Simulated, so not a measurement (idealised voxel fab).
The following process module bears the name voxel double patterning.
235 nm wide, 5 nm square cells: that's cross-section cut.
This document writes a cross-section as a grid whose cells are square, and gives it as bands, listed from the top down; one or more rows of cells form a band.
In this notation a band is specified by the heights of its top and bottom, in that order and in nm, after which its materials appear from left to right, each paired with its width in nm. The word "throughout" attached to a single material means that material fills the band from edge to edge; the word "empty" stands for empty space.
Height 0 is the level under which the wafer as received is all one material. The lowest band goes on downwards, as in "0..down".
Read "30 to 40" as a graded width: first number on top, second number at the bottom, same change between each pair of neighbouring rows.
The designation "everything unchanged", where it is given for a processing step, indicates that no cell of the cross-section was altered in the course of that step.
So "Closed void inventory" is basically the list of trapped voids: any empty space of 8 cells or more that can't reach the top through an opening. They're written width x height at distance, the distance being from the left edge, and it's all nm.
after a step's settings: what the simulator itself notes on the step
When a step includes a mask, the "overlay nm" setting on its line states how far to the right of its planned place that mask lay, and negative values state how far to the left.

Planned process steps:
- 1: RECEIVE | material Si
- 2: CONFORMAL_DEP | material SiN | thk nm 5
- 3: DIRECTIONAL_DEP | material SiO2 | thk nm 15
- 4: DIRECTIONAL_DEP | material SiCN | thk nm 10
- 5: PATTERN | tone open | mask id FIRST | material resist | width nm 15 | pitch nm 50 | thk nm 15 | overlay nm 0
- 6: DIRECTIONAL_ETCH | etch materials SiCN | depth nm 10
- 7: STRIP | etch materials resist
- 8: MASKED_ETCH | tone open | mask id SECOND | width nm 15 | etch materials SiCN | depth nm 10 | overlay nm 0
- 9: DIRECTIONAL_ETCH | etch materials SiO2 | depth nm 15
- 10: STRIP | etch materials SiCN

Cross-section of the wafer as it came to us, i.e., already through step 1:
* 0..down: Si throughout
* Closed void inventory: none

Below is the wafer in cross-section after the module was completed. It began from the starting point shown above and followed the plan shown above, except that one mistake was made while running it:
* 20..5: 85 nm SiO2, then 15 nm empty, then 5 nm SiO2, then 25 nm empty, then 5 nm SiO2, then 15 nm empty, then 85 nm SiO2
* 5..0: SiN throughout
* 0..down: Si throughout
* Closed void inventory: none
Short version of what went wrong: step 8 ran as: MASKED_ETCH | tone open | mask id SECOND | width nm 25 | etch materials SiCN | depth nm 10 | overlay nm 0
